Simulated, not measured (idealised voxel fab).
Name of the process module below: voxel gate over fins
We display cut, a cross-section 240 nm in width whose square cells are each 5 nm.
We lay out every cross-section as a grid of square cells and spell it out in bands from the top down, where one band means one or more rows of cells.
Within each band entry, the heights of the top and of the bottom of the band appear first, in that order and in nm; the materials of the band then follow from left to right, each with its corresponding width in nm. The designation "throughout" on a single material indicates that it fills the band from edge to edge; the designation "empty" indicates empty space.
Heights are measured from 0, the level below which the as-received wafer is all one material; the lowest band has no bottom and continues downward, written as in "z 0 and below".
A width given as "30 to 40" starts at the first number in the band's top row and ends at the second number in its bottom row, shifting by an equal amount at every step from row to row.
It should be understood that the words "identical to before", when stated for a given step, signify that the cross-section underwent no change in any of its cells during that step.
The entry "Closed void catalog" lists the empty spaces that cover at least 8 cells and have no open path to the top. Each is written as width x height at distance, where the distance is measured from the left edge and all three values are in nm.
Post-settings text on a step line: simulator's own remark regarding the step.
overlay nm: step with mask; distance mask lay right of planned place; negative value = left of planned place.
Guide to the pairs. Each holds a before and an after cross-section around one process step; the after cross-section is cut off at the lowest band that changed. Look under the pair for the step between them and its settings. Pairs can come from different runs of this module on the same starting wafer, so a pair follows on from the one above it only where its entry headed "Geometry before processing" says it does.
GEOMETRY BEFORE PROCESSING
    z 0 and below = Si throughout
    Closed void catalog: none
RESULTING STRUCTURE
    z 5 to 0 = SiN throughout
    Below 0 it's all the same as before, nothing changed down there.
    Closed void catalog: none
Link between the two cross-sections above: op CONFORMAL_DEP | material SiN | thk nm 5
Geometry before processing: cross-section not repeated; it is the one shown after the step in the pair just above.
RESULTING STRUCTURE
    z 5 to 0 = empty (50) | SiN (15) | empty (25) | SiN (15) | empty (25) | SiN (15) | empty (25) | SiN (15) | empty (55)
    Below 0 it's all the same as before, nothing changed down there.
    Closed void catalog: none
Link between the two cross-sections above: op MASKED_ETCH | tone cover | mask id FINS | width nm 15 | pitch nm 40 | etch materials SiN | depth nm 5 | overlay nm 0
Geometry before processing: cross-section not repeated; it is the one shown after the step in the pair just above.
RESULTING STRUCTURE
    z 5 to 0 = empty (50) | SiN (15) | empty (25) | SiN (15) | empty (25) | SiN (15) | empty (25) | SiN (15) | empty (55)
    z 0 to -40 = empty (50) | Si (15) | empty (25) | Si (15) | empty (25) | Si (15) | empty (25) | Si (15) | empty (55)
    Below -40 it's all the same as before, nothing changed down there.
    Closed void catalog: none
Link between the two cross-sections above: op MASKED_ETCH | tone cover | mask id FINS | width nm 15 | pitch nm 40 | etch materials Si | depth nm 40 | overlay nm 0
Geometry before processing: cross-section not repeated; it is the one shown after the step in the pair just above.
RESULTING STRUCTURE
    z 5 to 0 = empty (50) | SiN (15) | empty (25) | SiN (15) | empty (25) | SiN (15) | empty (25) | SiN (15) | empty (55)
    z 0 to -40 = empty (50) | SiO2 (5) | Si (5) | SiO2 (5) | empty (25) | SiO2 (5) | Si (5) | SiO2 (5) | empty (25) | SiO2 (5) | Si (5) | SiO2 (5) | empty (25) | SiO2 (5) | Si (5) | SiO2 (5) | empty (55)
    z -40 to -45 = SiO2 (55) | Si (5) | SiO2 (35) | Si (5) | SiO2 (35) | Si (5) | SiO2 (35) | Si (5) | SiO2 (60)
    Below -45 it's all the same as before, nothing changed down there.
    Closed void catalog: none
Link between the two cross-sections above: op OXIDIZE | depth nm 5
Geometry before processing: cross-section not repeated; it is the one shown after the step in the pair just above.
RESULTING STRUCTURE
    z 20 to 5 = SiO2 throughout
    z 5 to 0 = SiO2 (50) | SiN (15) | SiO2 (25) | SiN (15) | SiO2 (25) | SiN (15) | SiO2 (25) | SiN (15) | SiO2 (55)
    z 0 to -45 = SiO2 (55) | Si (5) | SiO2 (35) | Si (5) | SiO2 (35) | Si (5) | SiO2 (35) | Si (5) | SiO2 (60)
    Below -45 it's all the same as before, nothing changed down there.
    Closed void catalog: none
Link between the two cross-sections above: op FILL_DEP | material SiO2 | thk nm 15
Geometry before processing: cross-section not repeated; it is the one shown after the step in the pair just above.
RESULTING STRUCTURE
    z 5 to 0 = SiO2 (50) | SiN (15) | SiO2 (25) | SiN (15) | SiO2 (25) | SiN (15) | SiO2 (25) | SiN (15) | SiO2 (55)
    Below 0 it's all the same as before, nothing changed down there.
    Closed void catalog: none
Link between the two cross-sections above: op CMP | height nm 5
Geometry before processing: cross-section not repeated; it is the one shown after the step in the pair just above.
RESULTING STRUCTURE
    z 5 to 0 = empty (50) | SiN (15) | empty (25) | SiN (15) | empty (25) | SiN (15) | empty (25) | SiN (15) | empty (55)
    z 0 to -10 = empty (55) | Si (5) | empty (35) | Si (5) | empty (35) | Si (5) | empty (35) | Si (5) | empty (60)
    Below -10 it's all the same as before, nothing changed down there.
    Closed void catalog: none
Link between the two cross-sections above: op SELECTIVE_ETCH | etch materials SiO2 | depth nm 15
Geometry before processing: cross-section not repeated; it is the one shown after the step in the pair just above.
RESULTING STRUCTURE
    z 0 to -10 = empty (55) | Si (5) | empty (35) | Si (5) | empty (35) | Si (5) | empty (35) | Si (5) | empty (60)
    Below -10 it's all the same as before, nothing changed down there.
    Closed void catalog: none
Link between the two cross-sections above: op STRIP | etch materials SiN
Geometry before processing: cross-section not repeated; it is the one shown after the step in the pair just above.
RESULTING STRUCTURE
    z 5 to 0 = empty (50) | HfO2 (15) | empty (25) | HfO2 (15) | empty (25) | HfO2 (15) | empty (25) | HfO2 (15) | empty (55)
    z 0 to -5 = empty (50) | HfO2 (5) | Si (5) | HfO2 (5) | empty (25) | HfO2 (5) | Si (5) | HfO2 (5) | empty (25) | HfO2 (5) | Si (5) | HfO2 (5) | empty (25) | HfO2 (5) | Si (5) | HfO2 (5) | empty (55)
    z -5 to -10 = HfO2 (55) | Si (5) | HfO2 (35) | Si (5) | HfO2 (35) | Si (5) | HfO2 (35) | Si (5) | HfO2 (60)
    Below -10 it's all the same as before, nothing changed down there.
    Closed void catalog: none
Link between the two cross-sections above: op CONFORMAL_DEP | material HfO2 | thk nm 5
Geometry before processing: cross-section not repeated; it is the one shown after the step in the pair just above.
RESULTING STRUCTURE
    z 10 to 5 = empty (45) | TiN (25) | empty (15) | TiN (25) | empty (15) | TiN (25) | empty (15) | TiN (25) | empty (50)
    z 5 to 0 = empty (45) | TiN (5) | HfO2 (15) | TiN (5) | empty (15) | TiN (5) | HfO2 (15) | TiN (5) | empty (15) | TiN (5) | HfO2 (15) | TiN (5) | empty (15) | TiN (5) | HfO2 (15) | TiN (5) | empty (50)
    z 0 to -5 = TiN (50) | HfO2 (5) | Si (5) | HfO2 (5) | TiN (25) | HfO2 (5) | Si (5) | HfO2 (5) | TiN (25) | HfO2 (5) | Si (5) | HfO2 (5) | TiN (25) | HfO2 (5) | Si (5) | HfO2 (5) | TiN (55)
    Below -5 it's all the same as before, nothing changed down there.
    Closed void catalog: none
Link between the two cross-sections above: op CONFORMAL_DEP | material TiN | thk nm 5
Geometry before processing: cross-section not repeated; it is the one shown after the step in the pair just above.
RESULTING STRUCTURE
    z 20 to 10 = W throughout
    z 10 to 5 = W (45) | TiN (25) | W (15) | TiN (25) | W (15) | TiN (25) | W (15) | TiN (25) | W (50)
    z 5 to 0 = W (45) | TiN (5) | HfO2 (15) | TiN (5) | W (15) | TiN (5) | HfO2 (15) | TiN (5) | W (15) | TiN (5) | HfO2 (15) | TiN (5) | W (15) | TiN (5) | HfO2 (15) | TiN (5) | W (50)
    Below 0 it's all the same as before, nothing changed down there.
    Closed void catalog: none
Link between the two cross-sections above: op FILL_DEP | material W | thk nm 10
Geometry before processing: cross-section not repeated; it is the one shown after the step in the pair just above.
RESULTING STRUCTURE
    z 15 to 10 = W throughout
    Below 10 it's all the same as before, nothing changed down there.
    Closed void catalog: none
Link between the two cross-sections above: op CMP | height nm 15
Geometry before processing: cross-section not repeated; it is the one shown after the step in the pair just above.
RESULTING STRUCTURE
    z 20 to 15 = SiCN throughout
    Below 15 it's all the same as before, nothing changed down there.
    Closed void catalog: none
Link between the two cross-sections above: op CONFORMAL_DEP | material SiCN | thk nm 5
GEOMETRY BEFORE PROCESSING
    z 0 and below = Si throughout
    Closed void catalog: none
RESULTING STRUCTURE
    z 0 to -40 = empty (50) | Si (15) | empty (25) | Si (15) | empty (25) | Si (15) | empty (25) | Si (15) | empty (55)
    Below -40 it's all the same as before, nothing changed down there.
    Closed void catalog: none
Link between the two cross-sections above: op MASKED_ETCH | tone cover | mask id FINS | width nm 15 | pitch nm 40 | etch materials Si | depth nm 40 | overlay nm 0
Geometry before processing: cross-section not repeated; it is the one shown after the step in the pair just above.
RESULTING STRUCTURE
    z 0 to -5 = empty (50) | SiO2 (15) | empty (25) | SiO2 (15) | empty (25) | SiO2 (15) | empty (25) | SiO2 (15) | empty (55)
    z -5 to -40 = empty (50) | SiO2 (5) | Si (5) | SiO2 (5) | empty (25) | SiO2 (5) | Si (5) | SiO2 (5) | empty (25) | SiO2 (5) | Si (5) | SiO2 (5) | empty (25) | SiO2 (5) | Si (5) | SiO2 (5) | empty (55)
    z -40 to -45 = SiO2 (55) | Si (5) | SiO2 (35) | Si (5) | SiO2 (35) | Si (5) | SiO2 (35) | Si (5) | SiO2 (60)
    Below -45 it's all the same as before, nothing changed down there.
    Closed void catalog: none
Link between the two cross-sections above: op OXIDIZE | depth nm 5
Geometry before processing: cross-section not repeated; it is the one shown after the step in the pair just above.
RESULTING STRUCTURE
    z 15 to -5 = SiO2 throughout
    z -5 to -45 = SiO2 (55) | Si (5) | SiO2 (35) | Si (5) | SiO2 (35) | Si (5) | SiO2 (35) | Si (5) | SiO2 (60)
    Below -45 it's all the same as before, nothing changed down there.
    Closed void catalog: none
Link between the two cross-sections above: op FILL_DEP | material SiO2 | thk nm 15
Geometry before processing: cross-section not repeated; it is the one shown after the step in the pair just above.
RESULTING STRUCTURE
    z 5 to -5 = SiO2 throughout
    Below -5 it's all the same as before, nothing changed down there.
    Closed void catalog: none
Link between the two cross-sections above: op CMP | height nm 5
Geometry before processing: cross-section not repeated; it is the one shown after the step in the pair just above.
RESULTING STRUCTURE
    z -5 to -10 = empty (55) | Si (5) | empty (35) | Si (5) | empty (35) | Si (5) | empty (35) | Si (5) | empty (60)
    Below -10 it's all the same as before, nothing changed down there.
    Closed void catalog: none
Link between the two cross-sections above: op SELECTIVE_ETCH | etch materials SiO2 | depth nm 15
Geometry before processing: cross-section not repeated; it is the one shown after the step in the pair just above.
RESULTING STRUCTURE
    z 0 to -5 = empty (50) | HfO2 (15) | empty (25) | HfO2 (15) | empty (25) | HfO2 (15) | empty (25) | HfO2 (15) | empty (55)
    z -5 to -10 = HfO2 (55) | Si (5) | HfO2 (35) | Si (5) | HfO2 (35) | Si (5) | HfO2 (35) | Si (5) | HfO2 (60)
    Below -10 it's all the same as before, nothing changed down there.
    Closed void catalog: none
Link between the two cross-sections above: op CONFORMAL_DEP | material HfO2 | thk nm 5
Geometry before processing: cross-section not repeated; it is the one shown after the step in the pair just above.
RESULTING STRUCTURE
    z 5 to 0 = empty (45) | TiN (25) | empty (15) | TiN (25) | empty (15) | TiN (25) | empty (15) | TiN (25) | empty (50)
    z 0 to -5 = TiN (50) | HfO2 (15) | TiN (25) | HfO2 (15) | TiN (25) | HfO2 (15) | TiN (25) | HfO2 (15) | TiN (55)
    Below -5 it's all the same as before, nothing changed down there.
    Closed void catalog: none
Link between the two cross-sections above: op CONFORMAL_DEP | material TiN | thk nm 5
Geometry before processing: cross-section not repeated; it is the one shown after the step in the pair just above.
RESULTING STRUCTURE
    z 15 to 5 = W throughout
    z 5 to 0 = W (45) | TiN (25) | W (15) | TiN (25) | W (15) | TiN (25) | W (15) | TiN (25) | W (50)
    Below 0 it's all the same as before, nothing changed down there.
    Closed void catalog: none
Link between the two cross-sections above: op FILL_DEP | material W | thk nm 10
Geometry before processing: cross-section not repeated; it is the one shown after the step in the pair just above.
RESULTING STRUCTURE
    z 20 to 15 = SiCN throughout
    Below 15 it's all the same as before, nothing changed down there.
    Closed void catalog: none
Link between the two cross-sections above: op CONFORMAL_DEP | material SiCN | thk nm 5
GEOMETRY BEFORE PROCESSING
    z 5 to 0 = empty (50) | SiN (15) | empty (25) | SiN (15) | empty (25) | SiN (15) | empty (25) | SiN (15) | empty (55)
    z 0 to -10 = empty (55) | Si (5) | empty (35) | Si (5) | empty (35) | Si (5) | empty (35) | Si (5) | empty (60)
    z -10 to -45 = SiO2 (55) | Si (5) | SiO2 (35) | Si (5) | SiO2 (35) | Si (5) | SiO2 (35) | Si (5) | SiO2 (60)
    z -45 and below = Si throughout
    Closed void catalog: none
RESULTING STRUCTURE
    z 5 to 0 = empty (50) | SiN (15) | empty (25) | SiN (15) | empty (25) | SiN (15) | empty (25) | SiN (15) | empty (55)
    z 0 to -25 = empty (55) | Si (5) | empty (35) | Si (5) | empty (35) | Si (5) | empty (35) | Si (5) | empty (60)
    Below -25 it's all the same as before, nothing changed down there.
    Closed void catalog: none
Link between the two cross-sections above: op SELECTIVE_ETCH | etch materials SiO2 | depth nm 15
Geometry before processing: cross-section not repeated; it is the one shown after the step in the pair just above.
RESULTING STRUCTURE
    z 0 to -25 = empty (55) | Si (5) | empty (35) | Si (5) | empty (35) | Si (5) | empty (35) | Si (5) | empty (60)
    Below -25 it's all the same as before, nothing changed down there.
    Closed void catalog: none
Link between the two cross-sections above: op STRIP | etch materials SiN
Geometry before processing: cross-section not repeated; it is the one shown after the step in the pair just above.
RESULTING STRUCTURE
    z 5 to 0 = empty (50) | HfO2 (15) | empty (25) | HfO2 (15) | empty (25) | HfO2 (15) | empty (25) | HfO2 (15) | empty (55)
    z 0 to -20 = empty (50) | HfO2 (5) | Si (5) | HfO2 (5) | empty (25) | HfO2 (5) | Si (5) | HfO2 (5) | empty (25) | HfO2 (5) | Si (5) | HfO2 (5) | empty (25) | HfO2 (5) | Si (5) | HfO2 (5) | empty (55)
    z -20 to -25 = HfO2 (55) | Si (5) | HfO2 (35) | Si (5) | HfO2 (35) | Si (5) | HfO2 (35) | Si (5) | HfO2 (60)
    Below -25 it's all the same as before, nothing changed down there.
    Closed void catalog: none
Link between the two cross-sections above: op CONFORMAL_DEP | material HfO2 | thk nm 5
Geometry before processing: cross-section not repeated; it is the one shown after the step in the pair just above.
RESULTING STRUCTURE
    z 10 to 5 = empty (45) | TiN (25) | empty (15) | TiN (25) | empty (15) | TiN (25) | empty (15) | TiN (25) | empty (50)
    z 5 to 0 = empty (45) | TiN (5) | HfO2 (15) | TiN (5) | empty (15) | TiN (5) | HfO2 (15) | TiN (5) | empty (15) | TiN (5) | HfO2 (15) | TiN (5) | empty (15) | TiN (5) | HfO2 (15) | TiN (5) | empty (50)
    z 0 to -15 = empty (45) | TiN (5) | HfO2 (5) | Si (5) | HfO2 (5) | TiN (5) | empty (15) | TiN (5) | HfO2 (5) | Si (5) | HfO2 (5) | TiN (5) | empty (15) | TiN (5) | HfO2 (5) | Si (5) | HfO2 (5) | TiN (5) | empty (15) | TiN (5) | HfO2 (5) | Si (5) | HfO2 (5) | TiN (5) | empty (50)
    z -15 to -20 = TiN (50) | HfO2 (5) | Si (5) | HfO2 (5) | TiN (25) | HfO2 (5) | Si (5) | HfO2 (5) | TiN (25) | HfO2 (5) | Si (5) | HfO2 (5) | TiN (25) | HfO2 (5) | Si (5) | HfO2 (5) | TiN (55)
    Below -20 it's all the same as before, nothing changed down there.
    Closed void catalog: none
Link between the two cross-sections above: op CONFORMAL_DEP | material TiN | thk nm 5
Geometry before processing: cross-section not repeated; it is the one shown after the step in the pair just above.
RESULTING STRUCTURE
    z 20 to 10 = W throughout
    z 10 to 5 = W (45) | TiN (25) | W (15) | TiN (25) | W (15) | TiN (25) | W (15) | TiN (25) | W (50)
    z 5 to 0 = W (45) | TiN (5) | HfO2 (15) | TiN (5) | W (15) | TiN (5) | HfO2 (15) | TiN (5) | W (15) | TiN (5) | HfO2 (15) | TiN (5) | W (15) | TiN (5) | HfO2 (15) | TiN (5) | W (50)
    z 0 to -15 = W (45) | TiN (5) | HfO2 (5) | Si (5) | HfO2 (5) | TiN (5) | W (15) | TiN (5) | HfO2 (5) | Si (5) | HfO2 (5) | TiN (5) | W (15) | TiN (5) | HfO2 (5) | Si (5) | HfO2 (5) | TiN (5) | W (15) | TiN (5) | HfO2 (5) | Si (5) | HfO2 (5) | TiN (5) | W (50)
    Below -15 it's all the same as before, nothing changed down there.
    Closed void catalog: none
Link between the two cross-sections above: op FILL_DEP | material W | thk nm 10
Geometry before processing: cross-section not repeated; it is the one shown after the step in the pair just above.
RESULTING STRUCTURE
    z 15 to 10 = W throughout
    Below 10 it's all the same as before, nothing changed down there.
    Closed void catalog: none
Link between the two cross-sections above: op CMP | height nm 15
Geometry before processing: cross-section not repeated; it is the one shown after the step in the pair just above.
RESULTING STRUCTURE
    z 20 to 15 = SiCN throughout
    Below 15 it's all the same as before, nothing changed down there.
    Closed void catalog: none
Link between the two cross-sections above: op CONFORMAL_DEP | material SiCN | thk nm 5
GEOMETRY BEFORE PROCESSING
    z 0 to -10 = empty (55) | Si (5) | empty (35) | Si (5) | empty (35) | Si (5) | empty (35) | Si (5) | empty (60)
    z -10 to -45 = SiO2 (55) | Si (5) | SiO2 (35) | Si (5) | SiO2 (35) | Si (5) | SiO2 (35) | Si (5) | SiO2 (60)
    z -45 and below = Si throughout
    Closed void catalog: none
RESULTING STRUCTURE
    z 5 to 0 = empty (50) | TiN (15) | empty (25) | TiN (15) | empty (25) | TiN (15) | empty (25) | TiN (15) | empty (55)
    z 0 to -5 = empty (50) | TiN (5) | Si (5) | TiN (5) | empty (25) | TiN (5) | Si (5) | TiN (5) | empty (25) | TiN (5) | Si (5) | TiN (5) | empty (25) | TiN (5) | Si (5) | TiN (5) | empty (55)
    z -5 to -10 = TiN (55) | Si (5) | TiN (35) | Si (5) | TiN (35) | Si (5) | TiN (35) | Si (5) | TiN (60)
    Below -10 it's all the same as before, nothing changed down there.
    Closed void catalog: none
Link between the two cross-sections above: op CONFORMAL_DEP | material TiN | thk nm 5
Geometry before processing: cross-section not repeated; it is the one shown after the step in the pair just above.
RESULTING STRUCTURE
    z 10 to 5 = empty (45) | HfO2 (25) | empty (15) | HfO2 (25) | empty (15) | HfO2 (25) | empty (15) | HfO2 (25) | empty (50)
    z 5 to 0 = empty (45) | HfO2 (5) | TiN (15) | HfO2 (5) | empty (15) | HfO2 (5) | TiN (15) | HfO2 (5) | empty (15) | HfO2 (5) | TiN (15) | HfO2 (5) | empty (15) | HfO2 (5) | TiN (15) | HfO2 (5) | empty (50)
    z 0 to -5 = HfO2 (50) | TiN (5) | Si (5) | TiN (5) | HfO2 (25) | TiN (5) | Si (5) | TiN (5) | HfO2 (25) | TiN (5) | Si (5) | TiN (5) | HfO2 (25) | TiN (5) | Si (5) | TiN (5) | HfO2 (55)
    Below -5 it's all the same as before, nothing changed down there.
    Closed void catalog: none
Link between the two cross-sections above: op CONFORMAL_DEP | material HfO2 | thk nm 5
Geometry before processing: cross-section not repeated; it is the one shown after the step in the pair just above.
RESULTING STRUCTURE
    z 20 to 10 = W throughout
    z 10 to 5 = W (45) | HfO2 (25) | W (15) | HfO2 (25) | W (15) | HfO2 (25) | W (15) | HfO2 (25) | W (50)
    z 5 to 0 = W (45) | HfO2 (5) | TiN (15) | HfO2 (5) | W (15) | HfO2 (5) | TiN (15) | HfO2 (5) | W (15) | HfO2 (5) | TiN (15) | HfO2 (5) | W (15) | HfO2 (5) | TiN (15) | HfO2 (5) | W (50)
    Below 0 it's all the same as before, nothing changed down there.
    Closed void catalog: none
Link between the two cross-sections above: op FILL_DEP | material W | thk nm 10
Geometry before processing: cross-section not repeated; it is the one shown after the step in the pair just above.
RESULTING STRUCTURE
    z 15 to 10 = W throughout
    Below 10 it's all the same as before, nothing changed down there.
    Closed void catalog: none
Link between the two cross-sections above: op CMP | height nm 15
Geometry before processing: cross-section not repeated; it is the one shown after the step in the pair just above.
RESULTING STRUCTURE
    z 20 to 15 = SiCN throughout
    Below 15 it's all the same as before, nothing changed down there.
    Closed void catalog: none
Link between the two cross-sections above: op CONFORMAL_DEP | material SiCN | thk nm 5
GEOMETRY BEFORE PROCESSING
    z 5 to 0 = empty (50) | SiN (15) | empty (25) | SiN (15) | empty (25) | SiN (15) | empty (25) | SiN (15) | empty (55)
    z 0 and below = Si throughout
    Closed void catalog: none
RESULTING STRUCTURE
    z 5 to 0 = empty (50) | SiN (15) | empty (25) | SiN (15) | empty (25) | SiN (15) | empty (25) | SiN (15) | empty (55)
    z 0 to -30 = empty (50) | Si (15) | empty (25) | Si (15) | empty (25) | Si (15) | empty (25) | Si (15) | empty (55)
    Below -30 it's all the same as before, nothing changed down there.
    Closed void catalog: none
Link between the two cross-sections above: op MASKED_ETCH | tone cover | mask id FINS | width nm 15 | pitch nm 40 | etch materials Si | depth nm 30 | overlay nm 0
Geometry before processing: cross-section not repeated; it is the one shown after the step in the pair just above.
RESULTING STRUCTURE
    z 5 to 0 = empty (50) | SiN (15) | empty (25) | SiN (15) | empty (25) | SiN (15) | empty (25) | SiN (15) | empty (55)
    z 0 to -30 = empty (50) | SiO2 (5) | Si (5) | SiO2 (5) | empty (25) | SiO2 (5) | Si (5) | SiO2 (5) | empty (25) | SiO2 (5) | Si (5) | SiO2 (5) | empty (25) | SiO2 (5) | Si (5) | SiO2 (5) | empty (55)
    z -30 to -35 = SiO2 (55) | Si (5) | SiO2 (35) | Si (5) | SiO2 (35) | Si (5) | SiO2 (35) | Si (5) | SiO2 (60)
    Below -35 it's all the same as before, nothing changed down there.
    Closed void catalog: none
Link between the two cross-sections above: op OXIDIZE | depth nm 5
Geometry before processing: cross-section not repeated; it is the one shown after the step in the pair just above.
RESULTING STRUCTURE
    z 20 to 5 = SiO2 throughout
    z 5 to 0 = SiO2 (50) | SiN (15) | SiO2 (25) | SiN (15) | SiO2 (25) | SiN (15) | SiO2 (25) | SiN (15) | SiO2 (55)
    z 0 to -35 = SiO2 (55) | Si (5) | SiO2 (35) | Si (5) | SiO2 (35) | Si (5) | SiO2 (35) | Si (5) | SiO2 (60)
    Below -35 it's all the same as before, nothing changed down there.
    Closed void catalog: none
Link between the two cross-sections above: op FILL_DEP | material SiO2 | thk nm 15
Geometry before processing: cross-section not repeated; it is the one shown after the step in the pair just above.
RESULTING STRUCTURE
    z 5 to 0 = SiO2 (50) | SiN (15) | SiO2 (25) | SiN (15) | SiO2 (25) | SiN (15) | SiO2 (25) | SiN (15) | SiO2 (55)
    Below 0 it's all the same as before, nothing changed down there.
    Closed void catalog: none
Link between the two cross-sections above: op CMP | height nm 5
Geometry before processing: cross-section not repeated; it is the one shown after the step in the pair just above.
RESULTING STRUCTURE
    z 5 to 0 = empty (50) | SiN (15) | empty (25) | SiN (15) | empty (25) | SiN (15) | empty (25) | SiN (15) | empty (55)
    z 0 to -10 = empty (55) | Si (5) | empty (35) | Si (5) | empty (35) | Si (5) | empty (35) | Si (5) | empty (60)
    Below -10 it's all the same as before, nothing changed down there.
    Closed void catalog: none
Link between the two cross-sections above: op SELECTIVE_ETCH | etch materials SiO2 | depth nm 15
Geometry before processing: cross-section not repeated; it is the one shown after the step in the pair just above.
RESULTING STRUCTURE
    z 0 to -10 = empty (55) | Si (5) | empty (35) | Si (5) | empty (35) | Si (5) | empty (35) | Si (5) | empty (60)
    Below -10 it's all the same as before, nothing changed down there.
    Closed void catalog: none
Link between the two cross-sections above: op STRIP | etch materials SiN
Geometry before processing: cross-section not repeated; it is the one shown after the step in the pair just above.
RESULTING STRUCTURE
    z 5 to 0 = empty (50) | HfO2 (15) | empty (25) | HfO2 (15) | empty (25) | HfO2 (15) | empty (25) | HfO2 (15) | empty (55)
    z 0 to -5 = empty (50) | HfO2 (5) | Si (5) | HfO2 (5) | empty (25) | HfO2 (5) | Si (5) | HfO2 (5) | empty (25) | HfO2 (5) | Si (5) | HfO2 (5) | empty (25) | HfO2 (5) | Si (5) | HfO2 (5) | empty (55)
    z -5 to -10 = HfO2 (55) | Si (5) | HfO2 (35) | Si (5) | HfO2 (35) | Si (5) | HfO2 (35) | Si (5) | HfO2 (60)
    Below -10 it's all the same as before, nothing changed down there.
    Closed void catalog: none
Link between the two cross-sections above: op CONFORMAL_DEP | material HfO2 | thk nm 5
Geometry before processing: cross-section not repeated; it is the one shown after the step in the pair just above.
RESULTING STRUCTURE
    z 10 to 5 = empty (45) | TiN (25) | empty (15) | TiN (25) | empty (15) | TiN (25) | empty (15) | TiN (25) | empty (50)
    z 5 to 0 = empty (45) | TiN (5) | HfO2 (15) | TiN (5) | empty (15) | TiN (5) | HfO2 (15) | TiN (5) | empty (15) | TiN (5) | HfO2 (15) | TiN (5) | empty (15) | TiN (5) | HfO2 (15) | TiN (5) | empty (50)
    z 0 to -5 = TiN (50) | HfO2 (5) | Si (5) | HfO2 (5) | TiN (25) | HfO2 (5) | Si (5) | HfO2 (5) | TiN (25) | HfO2 (5) | Si (5) | HfO2 (5) | TiN (25) | HfO2 (5) | Si (5) | HfO2 (5) | TiN (55)
    Below -5 it's all the same as before, nothing changed down there.
    Closed void catalog: none
Link between the two cross-sections above: op CONFORMAL_DEP | material TiN | thk nm 5
Geometry before processing: cross-section not repeated; it is the one shown after the step in the pair just above.
RESULTING STRUCTURE
    z 20 to 10 = W throughout
    z 10 to 5 = W (45) | TiN (25) | W (15) | TiN (25) | W (15) | TiN (25) | W (15) | TiN (25) | W (50)
    z 5 to 0 = W (45) | TiN (5) | HfO2 (15) | TiN (5) | W (15) | TiN (5) | HfO2 (15) | TiN (5) | W (15) | TiN (5) | HfO2 (15) | TiN (5) | W (15) | TiN (5) | HfO2 (15) | TiN (5) | W (50)
    Below 0 it's all the same as before, nothing changed down there.
    Closed void catalog: none
Link between the two cross-sections above: op FILL_DEP | material W | thk nm 10
Geometry before processing: cross-section not repeated; it is the one shown after the step in the pair just above.
RESULTING STRUCTURE
    z 15 to 10 = W throughout
    Below 10 it's all the same as before, nothing changed down there.
    Closed void catalog: none
Link between the two cross-sections above: op CMP | height nm 15
Geometry before processing: cross-section not repeated; it is the one shown after the step in the pair just above.
RESULTING STRUCTURE
    z 20 to 15 = SiCN throughout
    Below 15 it's all the same as before, nothing changed down there.
    Closed void catalog: none
Link between the two cross-sections above: op CONFORMAL_DEP | material SiCN | thk nm 5
GEOMETRY BEFORE PROCESSING
    z 5 to 0 = SiN throughout
    z 0 and below = Si throughout
    Closed void catalog: none
RESULTING STRUCTURE
    z 5 to 0 = empty (50) | SiN (20) | empty (20) | SiN (20) | empty (20) | SiN (20) | empty (20) | SiN (20) | empty (50)
    Below 0 it's all the same as before, nothing changed down there.
    Closed void catalog: none
Link between the two cross-sections above: op MASKED_ETCH | tone cover | mask id FINS | width nm 20 | pitch nm 40 | etch materials SiN | depth nm 5 | overlay nm 0
Geometry before processing: cross-section not repeated; it is the one shown after the step in the pair just above.
RESULTING STRUCTURE
    z 5 to 0 = empty (50) | SiN (20) | empty (20) | SiN (20) | empty (20) | SiN (20) | empty (20) | SiN (20) | empty (50)
    z 0 to -40 = empty (50) | Si (20) | empty (20) | Si (20) | empty (20) | Si (20) | empty (20) | Si (20) | empty (50)
    Below -40 it's all the same as before, nothing changed down there.
    Closed void catalog: none
Link between the two cross-sections above: op MASKED_ETCH | tone cover | mask id FINS | width nm 15 | pitch nm 40 | etch materials Si | depth nm 40 | overlay nm 0
Geometry before processing: cross-section not repeated; it is the one shown after the step in the pair just above.
RESULTING STRUCTURE
    z 5 to 0 = empty (50) | SiN (20) | empty (20) | SiN (20) | empty (20) | SiN (20) | empty (20) | SiN (20) | empty (50)
    z 0 to -40 = empty (50) | SiO2 (5) | Si (10) | SiO2 (5) | empty (20) | SiO2 (5) | Si (10) | SiO2 (5) | empty (20) | SiO2 (5) | Si (10) | SiO2 (5) | empty (20) | SiO2 (5) | Si (10) | SiO2 (5) | empty (50)
    z -40 to -45 = SiO2 (55) | Si (10) | SiO2 (30) | Si (10) | SiO2 (30) | Si (10) | SiO2 (30) | Si (10) | SiO2 (55)
    Below -45 it's all the same as before, nothing changed down there.
    Closed void catalog: none
Link between the two cross-sections above: op OXIDIZE | depth nm 5
Geometry before processing: cross-section not repeated; it is the one shown after the step in the pair just above.
RESULTING STRUCTURE
    z 20 to 5 = SiO2 throughout
    z 5 to 0 = SiO2 (50) | SiN (20) | SiO2 (20) | SiN (20) | SiO2 (20) | SiN (20) | SiO2 (20) | SiN (20) | SiO2 (50)
    z 0 to -45 = SiO2 (55) | Si (10) | SiO2 (30) | Si (10) | SiO2 (30) | Si (10) | SiO2 (30) | Si (10) | SiO2 (55)
    Below -45 it's all the same as before, nothing changed down there.
    Closed void catalog: none
Link between the two cross-sections above: op FILL_DEP | material SiO2 | thk nm 15
Geometry before processing: cross-section not repeated; it is the one shown after the step in the pair just above.
RESULTING STRUCTURE
    z 5 to 0 = SiO2 (50) | SiN (20) | SiO2 (20) | SiN (20) | SiO2 (20) | SiN (20) | SiO2 (20) | SiN (20) | SiO2 (50)
    Below 0 it's all the same as before, nothing changed down there.
    Closed void catalog: none
Link between the two cross-sections above: op CMP | height nm 5
Geometry before processing: cross-section not repeated; it is the one shown after the step in the pair just above.
RESULTING STRUCTURE
    z 5 to 0 = empty (50) | SiN (20) | empty (20) | SiN (20) | empty (20) | SiN (20) | empty (20) | SiN (20) | empty (50)
    z 0 to -10 = empty (55) | Si (10) | empty (30) | Si (10) | empty (30) | Si (10) | empty (30) | Si (10) | empty (55)
    Below -10 it's all the same as before, nothing changed down there.
    Closed void catalog: none
Link between the two cross-sections above: op SELECTIVE_ETCH | etch materials SiO2 | depth nm 15
Geometry before processing: cross-section not repeated; it is the one shown after the step in the pair just above.
RESULTING STRUCTURE
    z 0 to -10 = empty (55) | Si (10) | empty (30) | Si (10) | empty (30) | Si (10) | empty (30) | Si (10) | empty (55)
    Below -10 it's all the same as before, nothing changed down there.
    Closed void catalog: none
Link between the two cross-sections above: op STRIP | etch materials SiN
